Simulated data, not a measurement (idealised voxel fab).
process module | voxel transistor to metal
cross-section cut | 200 nm wide | cells 5 nm
A cross-section is a grid of square cells, given in bands from the top down. A band is one or more rows of cells.
Each band's line starts with the height of the band's top and of its bottom, in nm. Then come its materials from left to right, each with its width in nm. One material with "throughout" fills the band from edge to edge. "air" is empty space.
Height 0 is the level under which the wafer as received is all one material. The lowest band goes on downwards, as in "0 down".
A width such as "30 to 40" changes by the same amount from each row of cells to the next, from the band's top row to its bottom row.
"no change" after a step means that no cell of the cross-section changed.
closed voids: empty space of 8 cells or more with no open way to the top, each as width x height at its distance from the left edge, in nm
after a step's settings: what the simulator itself notes on the step
overlay nm, on a step with a mask: how far to the right of its planned place the mask lay; to the left if negative
plan
1 op RECEIVE | material Si
2 op CONFORMAL_DEP | material SiO2 | thk nm 5
3 op CONFORMAL_DEP | material SiN | thk nm 15
4 op MASKED_ETCH | tone cover | mask id ACTIVE | width nm 115 | etch materials SiN | depth nm 15 | overlay nm 0
5 op MASKED_ETCH | tone cover | mask id ACTIVE | width nm 115 | etch materials SiO2 | depth nm 5 | overlay nm 0
6 op MASKED_ETCH | tone cover | mask id ACTIVE | width nm 115 | etch materials Si | depth nm 20 | overlay nm 0
7 op FILL_DEP | material SiO2 | thk nm 15
8 op CMP | height nm 20
9 op SELECTIVE_ETCH | etch materials SiO2 | depth nm 10
10 op STRIP | etch materials SiN
11 op SELECTIVE_ETCH | etch materials SiO2 | depth nm 5
12 op OXIDIZE | depth nm 5
13 op DIRECTIONAL_DEP | material polySi | thk nm 25
14 op DIRECTIONAL_DEP | material SiCN | thk nm 10
15 op MASKED_ETCH | tone cover | mask id GATE | width nm 25 | etch materials SiCN | depth nm 20 | overlay nm 0
16 op MASKED_ETCH | tone cover | mask id GATE | width nm 25 | etch materials polySi | depth nm 35 | overlay nm 0
17 op CONFORMAL_DEP | material SiN | thk nm 10
18 op DIRECTIONAL_ETCH | etch materials SiN | depth nm 10
19 op DIRECTIONAL_ETCH | etch materials SiO2 | depth nm 5
20 op EPI | material SiGe | thk nm 5
21 op FILL_DEP | material SiO2 | thk nm 5
22 op CMP | height nm 35
23 op DIRECTIONAL_DEP | material SiO2 | thk nm 10
24 op PATTERN | tone open | mask id CONTACT | material resist | width nm 20 | pitch nm 85 | thk nm 15 | overlay nm 0
25 op DIRECTIONAL_ETCH | etch materials SiO2 | depth nm 45
26 op STRIP | etch materials resist
27 op CONFORMAL_DEP | material TiN | thk nm 5
28 op FILL_DEP | material W | thk nm 10
29 op CMP | height nm 45
30 op DIRECTIONAL_DEP | material TiN | thk nm 5
31 op DIRECTIONAL_DEP | material Ru | thk nm 20
32 op DIRECTIONAL_DEP | material aC | thk nm 10
33 op PATTERN | tone cover | mask id METAL_1 | material resist | width nm 20 | pitch nm 85 | thk nm 25 | overlay nm 0
34 op DIRECTIONAL_ETCH | etch materials aC | depth nm 10
35 op STRIP | etch materials resist
36 op DIRECTIONAL_ETCH | etch materials Ru | depth nm 20
37 op DIRECTIONAL_ETCH | etch materials TiN | depth nm 5
38 op STRIP | etch materials aC
39 op CONFORMAL_DEP | material SiN | thk nm 5
40 op FILL_DEP | material SiO2 | thk nm 5
41 op CMP | height nm 70
42 op CONFORMAL_DEP | material SiCN | thk nm 5
as received, after step 1
  0 down: Si throughout
  closed voids: none
a wafer at the end: this start, this plan, one mistake
  75 to 70: SiCN throughout
  70 to 50: SiO2 40 | SiN 5 | Ru 20 | SiN 5 | SiO2 55 | SiN 5 | Ru 20 | SiN 5 | SiO2 45
  50 to 45: SiN 45 | TiN 20 | SiN 65 | TiN 20 | SiN 50
  45 to 35: SiO2 45 | TiN 5 | W 10 | TiN 5 | SiO2 65 | TiN 5 | W 10 | TiN 5 | SiO2 50
  35 to 25: SiO2 45 | TiN 5 | W 10 | TiN 5 | SiO2 15 | SiN 10 | SiCN 15 | SiN 10 | SiO2 15 | TiN 5 | W 10 | TiN 5 | SiO2 50
  25 to 5: SiO2 45 | TiN 5 | W 10 | TiN 5 | SiO2 10 | SiN 10 | polySi 25 | SiN 10 | SiO2 10 | TiN 5 | W 10 | TiN 5 | SiO2 50
  5 to 0: SiO2 35 | SiN 10 | TiN 20 | SiO2 10 | SiN 10 | polySi 25 | SiN 10 | SiO2 10 | TiN 20 | SiN 10 | SiO2 40
  0 to -5: SiO2 45 | SiGe 30 | SiO2 45 | SiGe 30 | SiO2 50
  -5 to -20: SiO2 40 | Si 115 | SiO2 45
  -20 down: Si throughout
  closed voids: none
what went wrong: step 15 ran as: op MASKED_ETCH | tone cover | mask id GATE | width nm 15 | etch materials SiCN | depth nm 20 | overlay nm 0
